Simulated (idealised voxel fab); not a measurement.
Documented hereafter: the process module known as voxel transistor to metal.
The cross-section on display is named cut; it measures 150 nm wide, and its cells are 5 nm squares.
Notation: cross-section as square-cell grid; stated in bands, top first, going down; one or more cell rows per band. A band entry consists of two parts. The first gives the height of the band's top and the height of its bottom, in nm. The rest lists the band's materials from left to right, each with its width in nm. A single material labelled with the word "everywhere" fills the band from edge to edge, and the word "blank" marks empty space. The level at which height equals 0 is the one under which the wafer, as it arrives, is entirely one material. No lower edge exists for the bottom band, which continues downward and is notated as in "0 down". A two-number width, for instance "30 to 40", indicates that the width is equal to the first number in the top row of the band and to the second number in the bottom row, and that it changes by a constant amount per row of cells. Step note "same as before" = no cross-section cell changed. For the entry "Unvented voids", the listed items are empty spaces with no open way to the top whose size is 8 cells or more; each item follows the pattern width x height at distance, where distance is from the left edge and all three are in nm. after a step's settings: what the simulator itself notes on the step. The setting "overlay nm" may be written on the line of a step. When the step uses a mask, the value reports how far to the right of the planned place the mask lay, and a negative value reports that it lay to the left.

plan
1: RECEIVE,material Si
2: OXIDIZE,depth nm 5
3: CONFORMAL_DEP,material SiN,thk nm 10
4: MASKED_ETCH,tone cover,mask id ACTIVE,width nm 105,etch materials SiN,depth nm 10,overlay nm 0
5: MASKED_ETCH,tone cover,mask id ACTIVE,width nm 105,etch materials SiO2,depth nm 5,overlay nm 0
6: MASKED_ETCH,tone cover,mask id ACTIVE,width nm 105,etch materials Si,depth nm 25,overlay nm 0
7: FILL_DEP,material SiO2,thk nm 15
8: CMP,height nm 10
9: SELECTIVE_ETCH,etch materials SiO2,depth nm 10
10: STRIP,etch materials SiN
11: SELECTIVE_ETCH,etch materials SiO2,depth nm 5
12: OXIDIZE,depth nm 5
13: DIRECTIONAL_DEP,material polySi,thk nm 20
14: DIRECTIONAL_DEP,material SiCN,thk nm 10
15: PATTERN,tone cover,mask id GATE,material resist,width nm 15,thk nm 15,overlay nm 0
16: DIRECTIONAL_ETCH,etch materials SiCN,depth nm 20
17: DIRECTIONAL_ETCH,etch materials polySi,depth nm 30
18: STRIP,etch materials resist
19: CONFORMAL_DEP,material SiO2,thk nm 5
20: DIRECTIONAL_ETCH,etch materials SiO2,depth nm 5
21: CONFORMAL_DEP,material SiN,thk nm 10
22: DIRECTIONAL_ETCH,etch materials SiN,depth nm 10
23: DIRECTIONAL_ETCH,etch materials SiO2,depth nm 5
24: DIRECTIONAL_ETCH,etch materials Si,depth nm 5
25: EPI,material SiGe,thk nm 5
26: FILL_DEP,material SiO2,thk nm 5
27: CMP,height nm 25
28: DIRECTIONAL_DEP,material SiO2,thk nm 10
29: DIRECTIONAL_DEP,material aC,thk nm 15
30: PATTERN,tone open,mask id CONTACT,material resist,width nm 30,pitch nm 55,thk nm 35,overlay nm 0
31: DIRECTIONAL_ETCH,etch materials aC,depth nm 15
32: STRIP,etch materials resist
33: DIRECTIONAL_ETCH,etch materials SiO2,depth nm 45
34: STRIP,etch materials aC
35: CONFORMAL_DEP,material TiN,thk nm 5
36: FILL_DEP,material W,thk nm 5
37: CMP,height nm 35
38: DIRECTIONAL_DEP,material TiN,thk nm 5
39: DIRECTIONAL_DEP,material Ru,thk nm 15
40: PATTERN,tone cover,mask id METAL_1,material resist,width nm 15,pitch nm 70,thk nm 20,overlay nm 0
41: DIRECTIONAL_ETCH,etch materials Ru,depth nm 15
42: DIRECTIONAL_ETCH,etch materials TiN,depth nm 5
43: STRIP,etch materials resist
44: CONFORMAL_DEP,material SiCN,thk nm 5
45: FILL_DEP,material lowk,thk nm 10
46: CMP,height nm 55
47: CONFORMAL_DEP,material SiCN,thk nm 5
48: DIRECTIONAL_DEP,material SiO2,thk nm 35
49: PATTERN,tone open,mask id METAL_2,material resist,width nm 15,pitch nm 70,thk nm 20,overlay nm 0
50: DIRECTIONAL_ETCH,etch materials SiO2,depth nm 20
51: STRIP,etch materials resist
52: DIRECTIONAL_DEP,material aC,thk nm 10
53: PATTERN,tone open,mask id METAL_2_HOLES,material resist,width nm 15,pitch nm 70,thk nm 30,overlay nm 0
54: DIRECTIONAL_ETCH,etch materials aC,depth nm 10
55: STRIP,etch materials resist
56: DIRECTIONAL_ETCH,etch materials SiO2,depth nm 15
57: DIRECTIONAL_ETCH,etch materials SiCN,depth nm 5
58: STRIP,etch materials aC
59: CONFORMAL_DEP,material TiN,thk nm 5
60: FILL_DEP,material Cu,thk nm 5
61: CMP,height nm 95
62: CONFORMAL_DEP,material SiCN,thk nm 5

Account of the first of two wafers, which was processed as intended

Cross-section of the wafer upon arrival, representing the state reached after step 1
    0 down  Si everywhere
    Unvented voids: none

So this is the wafer cross-section right after step 2
    0 to -5  SiO2 everywhere
    All layers under -5 are left as they were.

So this is the wafer cross-section right after step 3
    10 to 0  SiN everywhere
    All layers under 0 are left as they were.

So this is the wafer cross-section right after step 4
    10 to 0  blank 20, SiN 105, blank 25
    All layers under 0 are left as they were.

So this is the wafer cross-section right after step 5
    10 to 0  blank 20, SiN 105, blank 25
    0 to -5  blank 20, SiO2 105, blank 25
    All layers under -5 are left as they were.

So this is the wafer cross-section right after step 6
    10 to 0  blank 20, SiN 105, blank 25
    0 to -5  blank 20, SiO2 105, blank 25
    -5 to -30  blank 20, Si 105, blank 25
    All layers under -30 are left as they were.

So this is the wafer cross-section right after step 7
    25 to 10  SiO2 everywhere
    10 to 0  SiO2 20, SiN 105, SiO2 25
    0 to -5  SiO2 everywhere
    -5 to -30  SiO2 20, Si 105, SiO2 25
    All layers under -30 are left as they were.

So this is the wafer cross-section right after step 8
    10 to 0  SiO2 20, SiN 105, SiO2 25
    All layers under 0 are left as they were.

So this is the wafer cross-section right after step 9
    10 to 0  blank 20, SiN 105, blank 25
    All layers under 0 are left as they were.

So this is the wafer cross-section right after step 10
    0 to -5  SiO2 everywhere
    All layers under -5 are left as they were.

So this is the wafer cross-section right after step 11
    -5 to -30  SiO2 20, Si 105, SiO2 25
    All layers under -30 are left as they were.

So this is the wafer cross-section right after step 12
    -5 to -10  SiO2 everywhere
    All layers under -10 are left as they were.

So this is the wafer cross-section right after step 13
    15 to -5  polySi everywhere
    All layers under -5 are left as they were.

So this is the wafer cross-section right after step 14
    25 to 15  SiCN everywhere
    All layers under 15 are left as they were.

So this is the wafer cross-section right after step 15
    40 to 25  blank 65, resist 15, blank 70
    All layers under 25 are left as they were.

So this is the wafer cross-section right after step 16
    40 to 25  blank 65, resist 15, blank 70
    25 to 15  blank 65, SiCN 15, blank 70
    All layers under 15 are left as they were.

So this is the wafer cross-section right after step 17
    40 to 25  blank 65, resist 15, blank 70
    25 to 15  blank 65, SiCN 15, blank 70
    15 to -5  blank 65, polySi 15, blank 70
    All layers under -5 are left as they were.

So this is the wafer cross-section right after step 18
    25 to 15  blank 65, SiCN 15, blank 70
    All layers under 15 are left as they were.

So this is the wafer cross-section right after step 19
    30 to 25  blank 60, SiO2 25, blank 65
    25 to 15  blank 60, SiO2 5, SiCN 15, SiO2 5, blank 65
    15 to 0  blank 60, SiO2 5, polySi 15, SiO2 5, blank 65
    0 to -5  SiO2 65, polySi 15, SiO2 70
    All layers under -5 are left as they were.

So this is the wafer cross-section right after step 20
    25 to 15  blank 60, SiO2 5, SiCN 15, SiO2 5, blank 65
    15 to -5  blank 60, SiO2 5, polySi 15, SiO2 5, blank 65
    All layers under -5 are left as they were.

So this is the wafer cross-section right after step 21
    35 to 25  blank 50, SiN 45, blank 55
    25 to 15  blank 50, SiN 10, SiO2 5, SiCN 15, SiO2 5, SiN 10, blank 55
    15 to 5  blank 50, SiN 10, SiO2 5, polySi 15, SiO2 5, SiN 10, blank 55
    5 to -5  SiN 60, SiO2 5, polySi 15, SiO2 5, SiN 65
    All layers under -5 are left as they were.

So this is the wafer cross-section right after step 22
    25 to 15  blank 50, SiN 10, SiO2 5, SiCN 15, SiO2 5, SiN 10, blank 55
    15 to -5  blank 50, SiN 10, SiO2 5, polySi 15, SiO2 5, SiN 10, blank 55
    All layers under -5 are left as they were.

So this is the wafer cross-section right after step 23
    25 to 20  blank 50, SiN 10, blank 5, SiCN 15, blank 5, SiN 10, blank 55
    20 to 15  blank 50, SiN 10, SiO2 5, SiCN 15, SiO2 5, SiN 10, blank 55
    15 to -5  blank 50, SiN 10, SiO2 5, polySi 15, SiO2 5, SiN 10, blank 55
    -5 to -10  blank 50, SiO2 45, blank 55
    All layers under -10 are left as they were.

So this is the wafer cross-section right after step 24
    25 to 20  blank 50, SiN 10, blank 5, SiCN 15, blank 5, SiN 10, blank 55
    20 to 15  blank 50, SiN 10, SiO2 5, SiCN 15, SiO2 5, SiN 10, blank 55
    15 to -5  blank 50, SiN 10, SiO2 5, polySi 15, SiO2 5, SiN 10, blank 55
    -5 to -10  blank 50, SiO2 45, blank 55
    -10 to -15  SiO2 20, blank 30, Si 45, blank 30, SiO2 25
    All layers under -15 are left as they were.

So this is the wafer cross-section right after step 25
    25 to 20  blank 50, SiN 10, blank 5, SiCN 15, blank 5, SiN 10, blank 55
    20 to 15  blank 50, SiN 10, SiO2 5, SiCN 15, SiO2 5, SiN 10, blank 55
    15 to -5  blank 50, SiN 10, SiO2 5, polySi 15, SiO2 5, SiN 10, blank 55
    -5 to -10  blank 45, SiGe 5, SiO2 45, SiGe 5, blank 50
    -10 to -15  SiO2 20, SiGe 30, Si 45, SiGe 30, SiO2 25
    All layers under -15 are left as they were.

So this is the wafer cross-section right after step 26
    30 to 25  SiO2 everywhere
    25 to 15  SiO2 50, SiN 10, SiO2 5, SiCN 15, SiO2 5, SiN 10, SiO2 55
    15 to -5  SiO2 50, SiN 10, SiO2 5, polySi 15, SiO2 5, SiN 10, SiO2 55
    -5 to -10  SiO2 45, SiGe 5, SiO2 45, SiGe 5, SiO2 50
    All layers under -10 are left as they were.

So this is the wafer cross-section right after step 27
    25 to 15  SiO2 50, SiN 10, SiO2 5, SiCN 15, SiO2 5, SiN 10, SiO2 55
    All layers under 15 are left as they were.

So this is the wafer cross-section right after step 28
    35 to 25  SiO2 everywhere
    All layers under 25 are left as they were.

So this is the wafer cross-section right after step 29
    50 to 35  aC everywhere
    All layers under 35 are left as they were.

So this is the wafer cross-section right after step 30
    85 to 50  resist 30, blank 30, resist 25, blank 30, resist 35
    All layers under 50 are left as they were.

So this is the wafer cross-section right after step 31
    70 to 50  resist 30, blank 30, resist 25, blank 30, resist 35
    50 to 35  aC 30, blank 30, aC 25, blank 30, aC 35
    All layers under 35 are left as they were.

So this is the wafer cross-section right after step 32
    50 to 35  aC 30, blank 30, aC 25, blank 30, aC 35
    All layers under 35 are left as they were.

So this is the wafer cross-section right after step 33
    50 to 35  aC 30, blank 30, aC 25, blank 30, aC 35
    35 to 25  SiO2 30, blank 30, SiO2 25, blank 30, SiO2 35
    25 to 15  SiO2 30, blank 20, SiN 10, SiO2 5, SiCN 15, SiO2 5, SiN 10, blank 20, SiO2 35
    15 to -5  SiO2 30, blank 20, SiN 10, SiO2 5, polySi 15, SiO2 5, SiN 10, blank 20, SiO2 35
    -5 to -10  SiO2 30, blank 15, SiGe 5, SiO2 45, SiGe 5, blank 15, SiO2 35
    All layers under -10 are left as they were.

So this is the wafer cross-section right after step 34
    35 to 25  SiO2 30, blank 30, SiO2 25, blank 30, SiO2 35
    All layers under 25 are left as they were.

So this is the wafer cross-section right after step 35
    40 to 35  TiN 35, blank 20, TiN 35, blank 20, TiN 40
    35 to 25  SiO2 30, TiN 5, blank 20 to 10, TiN 5 to 15, SiO2 25, TiN 5 to 15, blank 20 to 10, TiN 5, SiO2 35
    25 to 15  SiO2 30, TiN 5, blank 10, TiN 5, SiN 10, SiO2 5, SiCN 15, SiO2 5, SiN 10, TiN 5, blank 10, TiN 5, SiO2 35
    15 to 0  SiO2 30, TiN 5, blank 10, TiN 5, SiN 10, SiO2 5, polySi 15, SiO2 5, SiN 10, TiN 5, blank 10, TiN 5, SiO2 35
    0 to -5  SiO2 30, TiN 5, blank 5, TiN 10, SiN 10, SiO2 5, polySi 15, SiO2 5, SiN 10, TiN 10, blank 5, TiN 5, SiO2 35
    -5 to -10  SiO2 30, TiN 15, SiGe 5, SiO2 45, SiGe 5, TiN 15, SiO2 35
    All layers under -10 are left as they were.

So this is the wafer cross-section right after step 36
    45 to 40  W everywhere
    40 to 35  TiN 35, W 20, TiN 35, W 20, TiN 40
    35 to 25  SiO2 30, TiN 5, W 20 to 10, TiN 5 to 15, SiO2 25, TiN 5 to 15, W 20 to 10, TiN 5, SiO2 35
    25 to 15  SiO2 30, TiN 5, W 10, TiN 5, SiN 10, SiO2 5, SiCN 15, SiO2 5, SiN 10, TiN 5, W 10, TiN 5, SiO2 35
    15 to 0  SiO2 30, TiN 5, W 10, TiN 5, SiN 10, SiO2 5, polySi 15, SiO2 5, SiN 10, TiN 5, W 10, TiN 5, SiO2 35
    0 to -5  SiO2 30, TiN 5, W 5, TiN 10, SiN 10, SiO2 5, polySi 15, SiO2 5, SiN 10, TiN 10, W 5, TiN 5, SiO2 35
    All layers under -5 are left as they were.

So this is the wafer cross-section right after step 37
    35 to 25  SiO2 30, TiN 5, W 20 to 10, TiN 5 to 15, SiO2 25, TiN 5 to 15, W 20 to 10, TiN 5, SiO2 35
    All layers under 25 are left as they were.

So this is the wafer cross-section right after step 38
    40 to 35  TiN everywhere
    All layers under 35 are left as they were.

So this is the wafer cross-section right after step 39
    55 to 40  Ru everywhere
    All layers under 40 are left as they were.

So this is the wafer cross-section right after step 40
    75 to 55  blank 30, resist 15, blank 55, resist 15, blank 35
    All layers under 55 are left as they were.

So this is the wafer cross-section right after step 41
    75 to 55  blank 30, resist 15, blank 55, resist 15, blank 35
    55 to 40  blank 30, Ru 15, blank 55, Ru 15, blank 35
    All layers under 40 are left as they were.

So this is the wafer cross-section right after step 42
    75 to 55  blank 30, resist 15, blank 55, resist 15, blank 35
    55 to 40  blank 30, Ru 15, blank 55, Ru 15, blank 35
    40 to 35  blank 30, TiN 15, blank 55, TiN 15, blank 35
    All layers under 35 are left as they were.

So this is the wafer cross-section right after step 43
    55 to 40  blank 30, Ru 15, blank 55, Ru 15, blank 35
    All layers under 40 are left as they were.

So this is the wafer cross-section right after step 44
    60 to 55  blank 25, SiCN 25, blank 45, SiCN 25, blank 30
    55 to 40  blank 25, SiCN 5, Ru 15, SiCN 5, blank 45, SiCN 5, Ru 15, SiCN 5, blank 30
    40 to 35  SiCN 30, TiN 15, SiCN 55, TiN 15, SiCN 35
    All layers under 35 are left as they were.

So this is the wafer cross-section right after step 45
    70 to 60  lowk everywhere
    60 to 55  lowk 25, SiCN 25, lowk 45, SiCN 25, lowk 30
    55 to 40  lowk 25, SiCN 5, Ru 15, SiCN 5, lowk 45, SiCN 5, Ru 15, SiCN 5, lowk 30
    All layers under 40 are left as they were.

So this is the wafer cross-section right after step 46
    55 to 40  lowk 25, SiCN 5, Ru 15, SiCN 5, lowk 45, SiCN 5, Ru 15, SiCN 5, lowk 30
    All layers under 40 are left as they were.

So this is the wafer cross-section right after step 47
    60 to 55  SiCN everywhere
    All layers under 55 are left as they were.

So this is the wafer cross-section right after step 48
    95 to 60  SiO2 everywhere
    All layers under 60 are left as they were.

So this is the wafer cross-section right after step 49
    115 to 95  resist 30, blank 15, resist 55, blank 15, resist 35
    All layers under 95 are left as they were.

So this is the wafer cross-section right after step 50
    115 to 95  resist 30, blank 15, resist 55, blank 15, resist 35
    95 to 75  SiO2 30, blank 15, SiO2 55, blank 15, SiO2 35
    All layers under 75 are left as they were.

So this is the wafer cross-section right after step 51
    95 to 75  SiO2 30, blank 15, SiO2 55, blank 15, SiO2 35
    All layers under 75 are left as they were.

So this is the wafer cross-section right after step 52
    105 to 95  aC 30, blank 15, aC 55, blank 15, aC 35
    95 to 85  SiO2 30, blank 15, SiO2 55, blank 15, SiO2 35
    85 to 75  SiO2 30, aC 15, SiO2 55, aC 15, SiO2 35
    All layers under 75 are left as they were.

So this is the wafer cross-section right after step 53
    135 to 105  resist 30, blank 15, resist 55, blank 15, resist 35
    All layers under 105 are left as they were.

So this is the wafer cross-section right after step 54
    125 to 105  resist 30, blank 15, resist 55, blank 15, resist 35
    105 to 95  aC 30, blank 15, aC 55, blank 15, aC 35
    95 to 75  SiO2 30, blank 15, SiO2 55, blank 15, SiO2 35
    All layers under 75 are left as they were.

So this is the wafer cross-section right after step 55
    105 to 95  aC 30, blank 15, aC 55, blank 15, aC 35
    All layers under 95 are left as they were.

So this is the wafer cross-section right after step 56
    105 to 95  aC 30, blank 15, aC 55, blank 15, aC 35
    95 to 60  SiO2 30, blank 15, SiO2 55, blank 15, SiO2 35
    All layers under 60 are left as they were.

So this is the wafer cross-section right after step 57
    105 to 95  aC 30, blank 15, aC 55, blank 15, aC 35
    95 to 60  SiO2 30, blank 15, SiO2 55, blank 15, SiO2 35
    60 to 55  SiCN 30, blank 15, SiCN 55, blank 15, SiCN 35
    All layers under 55 are left as they were.

So this is the wafer cross-section right after step 58
    95 to 60  SiO2 30, blank 15, SiO2 55, blank 15, SiO2 35
    All layers under 60 are left as they were.

So this is the wafer cross-section right after step 59
    100 to 95  TiN 35, blank 5, TiN 65, blank 5, TiN 40
    95 to 60  SiO2 30, TiN 5, blank 5, TiN 5, SiO2 55, TiN 5, blank 5, TiN 5, SiO2 35
    60 to 55  SiCN 30, TiN 15, SiCN 55, TiN 15, SiCN 35
    All layers under 55 are left as they were.

So this is the wafer cross-section right after step 60
    105 to 100  Cu everywhere
    100 to 95  TiN 35, Cu 5, TiN 65, Cu 5, TiN 40
    95 to 60  SiO2 30, TiN 5, Cu 5, TiN 5, SiO2 55, TiN 5, Cu 5, TiN 5, SiO2 35
    All layers under 60 are left as they were.

So this is the wafer cross-section right after step 61
    95 to 60  SiO2 30, TiN 5, Cu 5, TiN 5, SiO2 55, TiN 5, Cu 5, TiN 5, SiO2 35
    All layers under 60 are left as they were.

So this is the wafer cross-section right after step 62
    100 to 95  SiCN everywhere
    All layers under 95 are left as they were.

Second Wafer (Identical Start and Plan, One Processing Error; Matches First Wafer Through Step 37)

Cross-sectional view of the second wafer at the intended end time of process step 38
    40 to 35  SiCN everywhere
    All layers under 35 are left as they were.

Cross-sectional view of the second wafer at the intended end time of process step 39
    55 to 40  Ru everywhere
    All layers under 40 are left as they were.

Cross-sectional view of the second wafer at the intended end time of process step 40
    75 to 55  blank 30, resist 15, blank 55, resist 15, blank 35
    All layers under 55 are left as they were.

Cross-sectional view of the second wafer at the intended end time of process step 41
    75 to 55  blank 30, resist 15, blank 55, resist 15, blank 35
    55 to 40  blank 30, Ru 15, blank 55, Ru 15, blank 35
    All layers under 40 are left as they were.

Cross-sectional view of the second wafer at the intended end time of process step 42: same as before

Cross-sectional view of the second wafer at the intended end time of process step 43
    55 to 40  blank 30, Ru 15, blank 55, Ru 15, blank 35
    All layers under 40 are left as they were.

Cross-sectional view of the second wafer at the intended end time of process step 44
    60 to 55  blank 25, SiCN 25, blank 45, SiCN 25, blank 30
    55 to 45  blank 25, SiCN 5, Ru 15, SiCN 5, blank 45, SiCN 5, Ru 15, SiCN 5, blank 30
    45 to 40  SiCN 30, Ru 15, SiCN 55, Ru 15, SiCN 35
    All layers under 40 are left as they were.

Cross-sectional view of the second wafer at the intended end time of process step 45
    70 to 60  lowk everywhere
    60 to 55  lowk 25, SiCN 25, lowk 45, SiCN 25, lowk 30
    55 to 45  lowk 25, SiCN 5, Ru 15, SiCN 5, lowk 45, SiCN 5, Ru 15, SiCN 5, lowk 30
    All layers under 45 are left as they were.

Cross-sectional view of the second wafer at the intended end time of process step 46
    55 to 45  lowk 25, SiCN 5, Ru 15, SiCN 5, lowk 45, SiCN 5, Ru 15, SiCN 5, lowk 30
    All layers under 45 are left as they were.

Cross-sectional view of the second wafer at the intended end time of process step 47
    60 to 55  SiCN everywhere
    All layers under 55 are left as they were.

Cross-sectional view of the second wafer at the intended end time of process step 48
    95 to 60  SiO2 everywhere
    All layers under 60 are left as they were.

Cross-sectional view of the second wafer at the intended end time of process step 49
    115 to 95  resist 30, blank 15, resist 55, blank 15, resist 35
    All layers under 95 are left as they were.

Cross-sectional view of the second wafer at the intended end time of process step 50
    115 to 95  resist 30, blank 15, resist 55, blank 15, resist 35
    95 to 75  SiO2 30, blank 15, SiO2 55, blank 15, SiO2 35
    All layers under 75 are left as they were.

Cross-sectional view of the second wafer at the intended end time of process step 51
    95 to 75  SiO2 30, blank 15, SiO2 55, blank 15, SiO2 35
    All layers under 75 are left as they were.

Cross-sectional view of the second wafer at the intended end time of process step 52
    105 to 95  aC 30, blank 15, aC 55, blank 15, aC 35
    95 to 85  SiO2 30, blank 15, SiO2 55, blank 15, SiO2 35
    85 to 75  SiO2 30, aC 15, SiO2 55, aC 15, SiO2 35
    All layers under 75 are left as they were.

Cross-sectional view of the second wafer at the intended end time of process step 53
    135 to 105  resist 30, blank 15, resist 55, blank 15, resist 35
    All layers under 105 are left as they were.

Cross-sectional view of the second wafer at the intended end time of process step 54
    125 to 105  resist 30, blank 15, resist 55, blank 15, resist 35
    105 to 95  aC 30, blank 15, aC 55, blank 15, aC 35
    95 to 75  SiO2 30, blank 15, SiO2 55, blank 15, SiO2 35
    All layers under 75 are left as they were.

Cross-sectional view of the second wafer at the intended end time of process step 55
    105 to 95  aC 30, blank 15, aC 55, blank 15, aC 35
    All layers under 95 are left as they were.

Cross-sectional view of the second wafer at the intended end time of process step 56
    105 to 95  aC 30, blank 15, aC 55, blank 15, aC 35
    95 to 60  SiO2 30, blank 15, SiO2 55, blank 15, SiO2 35
    All layers under 60 are left as they were.

Cross-sectional view of the second wafer at the intended end time of process step 57
    105 to 95  aC 30, blank 15, aC 55, blank 15, aC 35
    95 to 60  SiO2 30, blank 15, SiO2 55, blank 15, SiO2 35
    60 to 55  SiCN 30, blank 15, SiCN 55, blank 15, SiCN 35
    All layers under 55 are left as they were.

Cross-sectional view of the second wafer at the intended end time of process step 58
    95 to 60  SiO2 30, blank 15, SiO2 55, blank 15, SiO2 35
    All layers under 60 are left as they were.

Cross-sectional view of the second wafer at the intended end time of process step 59
    100 to 95  TiN 35, blank 5, TiN 65, blank 5, TiN 40
    95 to 60  SiO2 30, TiN 5, blank 5, TiN 5, SiO2 55, TiN 5, blank 5, TiN 5, SiO2 35
    60 to 55  SiCN 30, TiN 15, SiCN 55, TiN 15, SiCN 35
    All layers under 55 are left as they were.

Cross-sectional view of the second wafer at the intended end time of process step 60
    105 to 100  Cu everywhere
    100 to 95  TiN 35, Cu 5, TiN 65, Cu 5, TiN 40
    95 to 60  SiO2 30, TiN 5, Cu 5, TiN 5, SiO2 55, TiN 5, Cu 5, TiN 5, SiO2 35
    All layers under 60 are left as they were.

Cross-sectional view of the second wafer at the intended end time of process step 61
    95 to 60  SiO2 30, TiN 5, Cu 5, TiN 5, SiO2 55, TiN 5, Cu 5, TiN 5, SiO2 35
    All layers under 60 are left as they were.

Cross-sectional view of the second wafer at the intended end time of process step 62
    100 to 95  SiCN everywhere
    All layers under 95 are left as they were.
Diagnosis: heads up, step 38 didn't go per plan, it actually ran as DIRECTIONAL_DEP,material SiCN,thk nm 5
Final cells, second wafer relative to first, materials higher or lower: SiCN: 26 more; TiN: 6 fewer; lowk: 20 fewer
